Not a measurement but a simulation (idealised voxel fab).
Process module name: voxel self aligned vias
FYI the section here is cut, 285 nm wide, cells are 5 nm squares.
A cross-section is written here as square cells arranged in a grid, and it is given in bands from the top down, each band taking up one or more rows of cells.
Top height, bottom height, nm. Materials left to right, width each, nm. Single material + "full width" = fills band edge to edge. "air" = empty.
For the purposes of this specification, 0 denotes the height below which the wafer in its as-received condition is composed wholly of one material, and the lowermost band, lacking a lower limit, extends downward without end, as expressed in "0 and below".
With a width like "30..40", each row of cells in the band differs from the next by the same amount, the top row carrying the first number and the bottom row the second.
"no change" (step): cross-section cells unchanged, all of them.
Entry "Sealed void list" = empty spaces >= 8 cells with no open way to the top; each as width x height at distance, distance from left edge, all nm.
Past the settings on a step's line: simulator remark, on that step.
"overlay nm" denotes, for a step that has a mask, the displacement of the mask to the right of its planned place, with negative values corresponding to the left.
For the reader: what remains of this document is a series of pairs, each showing a cross-section before one process step and a cross-section after that step which reaches down only to the lowest band that changed, with the step between them and its settings set out under the pair. It should not be assumed that a pair continues from the pair above it; the pairs can come from different runs of this module on the same starting wafer, and such continuity exists only where the entry headed "Pre-step geometry" says so.

Pre-step geometry
  100 down to 65  70 nm resist  35 nm air  75 nm resist  35 nm air  70 nm resist
  65 down to 50  aC full width
  50 down to 35  lowk full width
  35 down to 25  SiN full width
  25 down to 15  W full width
  15 down to 10  SiCN full width
  10 down to 0  SiO2 full width
  0 and below  Si full width
  Sealed void list: none

Cross-Section After Step
  85 down to 65  70 nm resist  35 nm air  75 nm resist  35 nm air  70 nm resist
  65 down to 50  70 nm aC  35 nm air  75 nm aC  35 nm air  70 nm aC
  Nothing below the height 50 has changed.
  Sealed void list: none
Operation between the pre and post cross-sections above: DIRECTIONAL_ETCH [etch materials aC] [depth nm 15]

Pre-step geometry: Reference is made to the cross-section shown after the step in the pair directly above, which represents the state prior to this step.

Cross-Section After Step
  65 down to 50  70 nm aC  35 nm air  75 nm aC  35 nm air  70 nm aC
  Nothing below the height 50 has changed.
  Sealed void list: none
Operation between the pre and post cross-sections above: STRIP [etch materials resist]

Pre-step geometry: Reference is made to the cross-section shown after the step in the pair directly above, which represents the state prior to this step.

Cross-Section After Step
  65 down to 50  70 nm aC  35 nm air  75 nm aC  35 nm air  70 nm aC
  50 down to 35  70 nm lowk  35 nm air  75 nm lowk  35 nm air  70 nm lowk
  Nothing below the height 35 has changed.
  Sealed void list: none
Operation between the pre and post cross-sections above: DIRECTIONAL_ETCH [etch materials lowk] [depth nm 15]

Pre-step geometry: Reference is made to the cross-section shown after the step in the pair directly above, which represents the state prior to this step.

Cross-Section After Step
  65 down to 50  70 nm aC  35 nm air  75 nm aC  35 nm air  70 nm aC
  50 down to 35  70 nm lowk  35 nm air  75 nm lowk  35 nm air  70 nm lowk
  35 down to 25  70 nm SiN  35 nm air  75 nm SiN  35 nm air  70 nm SiN
  Nothing below the height 25 has changed.
  Sealed void list: none
Operation between the pre and post cross-sections above: DIRECTIONAL_ETCH [etch materials SiN] [depth nm 10]

Pre-step geometry: Reference is made to the cross-section shown after the step in the pair directly above, which represents the state prior to this step.

Cross-Section After Step
  50 down to 35  70 nm lowk  35 nm air  75 nm lowk  35 nm air  70 nm lowk
  Nothing below the height 35 has changed.
  Sealed void list: none
Operation between the pre and post cross-sections above: STRIP [etch materials aC]

Pre-step geometry: Reference is made to the cross-section shown after the step in the pair directly above, which represents the state prior to this step.

Cross-Section After Step
  55 down to 50  75 nm TiN  25 nm air  85 nm TiN  25 nm air  75 nm TiN
  50 down to 35  70 nm lowk  5 nm TiN  25 nm air  5 nm TiN  75 nm lowk  5 nm TiN  25 nm air  5 nm TiN  70 nm lowk
  35 down to 30  70 nm SiN  5 nm TiN  25 nm air  5 nm TiN  75 nm SiN  5 nm TiN  25 nm air  5 nm TiN  70 nm SiN
  30 down to 25  70 nm SiN  35 nm TiN  75 nm SiN  35 nm TiN  70 nm SiN
  Nothing below the height 25 has changed.
  Sealed void list: none
Operation between the pre and post cross-sections above: CONFORMAL_DEP [material TiN] [thk nm 5]

Pre-step geometry: Reference is made to the cross-section shown after the step in the pair directly above, which represents the state prior to this step.

Cross-Section After Step
  65 down to 55  W full width
  55 down to 50  75 nm TiN  25 nm W  85 nm TiN  25 nm W  75 nm TiN
  50 down to 35  70 nm lowk  5 nm TiN  25 nm W  5 nm TiN  75 nm lowk  5 nm TiN  25 nm W  5 nm TiN  70 nm lowk
  35 down to 30  70 nm SiN  5 nm TiN  25 nm W  5 nm TiN  75 nm SiN  5 nm TiN  25 nm W  5 nm TiN  70 nm SiN
  Nothing below the height 30 has changed.
  Sealed void list: none
Operation between the pre and post cross-sections above: FILL_DEP [material W] [thk nm 10]

Pre-step geometry: Reference is made to the cross-section shown after the step in the pair directly above, which represents the state prior to this step.

Cross-Section After Step
  50 down to 35  70 nm lowk  5 nm TiN  25 nm W  5 nm TiN  75 nm lowk  5 nm TiN  25 nm W  5 nm TiN  70 nm lowk
  Nothing below the height 35 has changed.
  Sealed void list: none
Operation between the pre and post cross-sections above: CMP [height nm 50]

Pre-step geometry: Reference is made to the cross-section shown after the step in the pair directly above, which represents the state prior to this step.

Cross-Section After Step
  55 down to 50  SiN full width
  Nothing below the height 50 has changed.
  Sealed void list: none
Operation between the pre and post cross-sections above: CONFORMAL_DEP [material SiN] [thk nm 5]

Pre-step geometry
  50 down to 35  aC full width
  35 down to 15  lowk full width
  15 down to 10  SiCN full width
  10 down to 0  SiO2 full width
  0 and below  Si full width
  Sealed void list: none

Cross-Section After Step
  85 down to 50  75 nm air  25 nm resist  30 nm air  25 nm resist  30 nm air  25 nm resist  75 nm air
  Nothing below the height 50 has changed.
  Sealed void list: none
Operation between the pre and post cross-sections above: PATTERN [tone cover] [mask id LINES] [material resist] [width nm 25] [pitch nm 55] [thk nm 35] [overlay nm 0]

Pre-step geometry: Reference is made to the cross-section shown after the step in the pair directly above, which represents the state prior to this step.

Cross-Section After Step
  70 down to 50  75 nm air  25 nm resist  30 nm air  25 nm resist  30 nm air  25 nm resist  75 nm air
  50 down to 35  75 nm air  25 nm aC  30 nm air  25 nm aC  30 nm air  25 nm aC  75 nm air
  Nothing below the height 35 has changed.
  Sealed void list: none
Operation between the pre and post cross-sections above: DIRECTIONAL_ETCH [etch materials aC] [depth nm 15]

Pre-step geometry: Reference is made to the cross-section shown after the step in the pair directly above, which represents the state prior to this step.

Cross-Section After Step
  50 down to 35  75 nm air  25 nm aC  30 nm air  25 nm aC  30 nm air  25 nm aC  75 nm air
  Nothing below the height 35 has changed.
  Sealed void list: none
Operation between the pre and post cross-sections above: STRIP [etch materials resist]

Pre-step geometry: Reference is made to the cross-section shown after the step in the pair directly above, which represents the state prior to this step.

Cross-Section After Step
  50 down to 35  75 nm air  25 nm aC  30 nm air  25 nm aC  30 nm air  25 nm aC  75 nm air
  35 down to 15  75 nm air  25 nm lowk  30 nm air  25 nm lowk  30 nm air  25 nm lowk  75 nm air
  Nothing below the height 15 has changed.
  Sealed void list: none
Operation between the pre and post cross-sections above: DIRECTIONAL_ETCH [etch materials lowk] [depth nm 20]

Pre-step geometry: Reference is made to the cross-section shown after the step in the pair directly above, which represents the state prior to this step.

Cross-Section After Step
  35 down to 15  75 nm air  25 nm lowk  30 nm air  25 nm lowk  30 nm air  25 nm lowk  75 nm air
  Nothing below the height 15 has changed.
  Sealed void list: none
Operation between the pre and post cross-sections above: STRIP [etch materials aC]

Pre-step geometry: Reference is made to the cross-section shown after the step in the pair directly above, which represents the state prior to this step.

Cross-Section After Step
  40 down to 35  70 nm air  35 nm TiN  20 nm air  35 nm TiN  20 nm air  35 nm TiN  70 nm air
  35 down to 20  70 nm air  5 nm TiN  25 nm lowk  5 nm TiN  20 nm air  5 nm TiN  25 nm lowk  5 nm TiN  20 nm air  5 nm TiN  25 nm lowk  5 nm TiN  70 nm air
  20 down to 15  75 nm TiN  25 nm lowk  30 nm TiN  25 nm lowk  30 nm TiN  25 nm lowk  75 nm TiN
  Nothing below the height 15 has changed.
  Sealed void list: none
Operation between the pre and post cross-sections above: CONFORMAL_DEP [material TiN] [thk nm 5]

Pre-step geometry: Reference is made to the cross-section shown after the step in the pair directly above, which represents the state prior to this step.

Cross-Section After Step
  50 down to 40  Ru full width
  40 down to 35  70 nm Ru  35 nm TiN  20 nm Ru  35 nm TiN  20 nm Ru  35 nm TiN  70 nm Ru
  35 down to 20  70 nm Ru  5 nm TiN  25 nm lowk  5 nm TiN  20 nm Ru  5 nm TiN  25 nm lowk  5 nm TiN  20 nm Ru  5 nm TiN  25 nm lowk  5 nm TiN  70 nm Ru
  Nothing below the height 20 has changed.
  Sealed void list: none
Operation between the pre and post cross-sections above: FILL_DEP [material Ru] [thk nm 10]

Pre-step geometry: Reference is made to the cross-section shown after the step in the pair directly above, which represents the state prior to this step.

Cross-Section After Step
  35 down to 20  70 nm Ru  5 nm TiN  25 nm lowk  5 nm TiN  20 nm Ru  5 nm TiN  25 nm lowk  5 nm TiN  20 nm Ru  5 nm TiN  25 nm lowk  5 nm TiN  70 nm Ru
  Nothing below the height 20 has changed.
  Sealed void list: none
Operation between the pre and post cross-sections above: CMP [height nm 35]

Pre-step geometry: Reference is made to the cross-section shown after the step in the pair directly above, which represents the state prior to this step.

Cross-Section After Step
  35 down to 25  75 nm air  25 nm lowk  30 nm air  25 nm lowk  30 nm air  25 nm lowk  75 nm air
  Nothing below the height 25 has changed.
  Sealed void list: none
Operation between the pre and post cross-sections above: SELECTIVE_ETCH [etch materials W Ru TiN] [depth nm 10]

Pre-step geometry: Reference is made to the cross-section shown after the step in the pair directly above, which represents the state prior to this step.

Cross-Section After Step
  45 down to 35  SiN full width
  35 down to 25  75 nm SiN  25 nm lowk  30 nm SiN  25 nm lowk  30 nm SiN  25 nm lowk  75 nm SiN
  Nothing below the height 25 has changed.
  Sealed void list: none
Operation between the pre and post cross-sections above: FILL_DEP [material SiN] [thk nm 10]

Pre-step geometry: Reference is made to the cross-section shown after the step in the pair directly above, which represents the state prior to this step.

Cross-Section After Step
  35 down to 25  75 nm SiN  25 nm lowk  30 nm SiN  25 nm lowk  30 nm SiN  25 nm lowk  75 nm SiN
  Nothing below the height 25 has changed.
  Sealed void list: none
Operation between the pre and post cross-sections above: CMP [height nm 35]

Pre-step geometry: Reference is made to the cross-section shown after the step in the pair directly above, which represents the state prior to this step.

Cross-Section After Step
  50 down to 35  lowk full width
  Nothing below the height 35 has changed.
  Sealed void list: none
Operation between the pre and post cross-sections above: DIRECTIONAL_DEP [material lowk] [thk nm 15]

Pre-step geometry: Reference is made to the cross-section shown after the step in the pair directly above, which represents the state prior to this step.

Cross-Section After Step
  65 down to 50  aC full width
  Nothing below the height 50 has changed.
  Sealed void list: none
Operation between the pre and post cross-sections above: DIRECTIONAL_DEP [material aC] [thk nm 15]

Pre-step geometry: Reference is made to the cross-section shown after the step in the pair directly above, which represents the state prior to this step.

Cross-Section After Step
  100 down to 65  70 nm resist  35 nm air  75 nm resist  35 nm air  70 nm resist
  Nothing below the height 65 has changed.
  Sealed void list: none
Operation between the pre and post cross-sections above: PATTERN [tone open] [mask id VIAS] [material resist] [width nm 35] [pitch nm 110] [thk nm 35] [overlay nm 0]

Pre-step geometry: Reference is made to the cross-section shown after the step in the pair directly above, which represents the state prior to this step.

Cross-Section After Step
  85 down to 65  70 nm resist  35 nm air  75 nm resist  35 nm air  70 nm resist
  65 down to 50  70 nm aC  35 nm air  75 nm aC  35 nm air  70 nm aC
  Nothing below the height 50 has changed.
  Sealed void list: none
Operation between the pre and post cross-sections above: DIRECTIONAL_ETCH [etch materials aC] [depth nm 15]

Pre-step geometry: Reference is made to the cross-section shown after the step in the pair directly above, which represents the state prior to this step.

Cross-Section After Step
  65 down to 50  70 nm aC  35 nm air  75 nm aC  35 nm air  70 nm aC
  Nothing below the height 50 has changed.
  Sealed void list: none
Operation between the pre and post cross-sections above: STRIP [etch materials resist]

Pre-step geometry: Reference is made to the cross-section shown after the step in the pair directly above, which represents the state prior to this step.

Cross-Section After Step
  65 down to 50  70 nm aC  35 nm air  75 nm aC  35 nm air  70 nm aC
  50 down to 35  70 nm lowk  35 nm air  75 nm lowk  35 nm air  70 nm lowk
  Nothing below the height 35 has changed.
  Sealed void list: none
Operation between the pre and post cross-sections above: DIRECTIONAL_ETCH [etch materials lowk] [depth nm 15]

Pre-step geometry: Reference is made to the cross-section shown after the step in the pair directly above, which represents the state prior to this step.

Cross-Section After Step
  65 down to 50  70 nm aC  35 nm air  75 nm aC  35 nm air  70 nm aC
  50 down to 35  70 nm lowk  35 nm air  75 nm lowk  35 nm air  70 nm lowk
  35 down to 25  70 nm SiN  5 nm air  25 nm lowk  5 nm air  25 nm SiN  25 nm lowk  25 nm SiN  5 nm air  25 nm lowk  5 nm air  70 nm SiN
  Nothing below the height 25 has changed.
  Sealed void list: none
Operation between the pre and post cross-sections above: DIRECTIONAL_ETCH [etch materials SiN] [depth nm 10]

Pre-step geometry: Reference is made to the cross-section shown after the step in the pair directly above, which represents the state prior to this step.

Cross-Section After Step
  50 down to 35  70 nm lowk  35 nm air  75 nm lowk  35 nm air  70 nm lowk
  Nothing below the height 35 has changed.
  Sealed void list: none
Operation between the pre and post cross-sections above: STRIP [etch materials aC]

Pre-step geometry: Reference is made to the cross-section shown after the step in the pair directly above, which represents the state prior to this step.

Cross-Section After Step
  55 down to 50  75 nm TiN  25 nm air  85 nm TiN  25 nm air  75 nm TiN
  50 down to 40  70 nm lowk  5 nm TiN  25 nm air  5 nm TiN  75 nm lowk  5 nm TiN  25 nm air  5 nm TiN  70 nm lowk
  40 down to 35  70 nm lowk  35 nm TiN  75 nm lowk  35 nm TiN  70 nm lowk
  35 down to 25  70 nm SiN  5 nm TiN  25 nm lowk  5 nm TiN  25 nm SiN  25 nm lowk  25 nm SiN  5 nm TiN  25 nm lowk  5 nm TiN  70 nm SiN
  Nothing below the height 25 has changed.
  Sealed void list: none
Operation between the pre and post cross-sections above: CONFORMAL_DEP [material TiN] [thk nm 5]

Pre-step geometry: Reference is made to the cross-section shown after the step in the pair directly above, which represents the state prior to this step.

Cross-Section After Step
  65 down to 55  W full width
  55 down to 50  75 nm TiN  25 nm W  85 nm TiN  25 nm W  75 nm TiN
  50 down to 40  70 nm lowk  5 nm TiN  25 nm W  5 nm TiN  75 nm lowk  5 nm TiN  25 nm W  5 nm TiN  70 nm lowk
  Nothing below the height 40 has changed.
  Sealed void list: none
Operation between the pre and post cross-sections above: FILL_DEP [material W] [thk nm 10]

Pre-step geometry: Reference is made to the cross-section shown after the step in the pair directly above, which represents the state prior to this step.

Cross-Section After Step
  50 down to 40  70 nm lowk  5 nm TiN  25 nm W  5 nm TiN  75 nm lowk  5 nm TiN  25 nm W  5 nm TiN  70 nm lowk
  Nothing below the height 40 has changed.
  Sealed void list: none
Operation between the pre and post cross-sections above: CMP [height nm 50]

Pre-step geometry: Reference is made to the cross-section shown after the step in the pair directly above, which represents the state prior to this step.

Cross-Section After Step
  55 down to 50  SiN full width
  Nothing below the height 50 has changed.
  Sealed void list: none
Operation between the pre and post cross-sections above: CONFORMAL_DEP [material SiN] [thk nm 5]
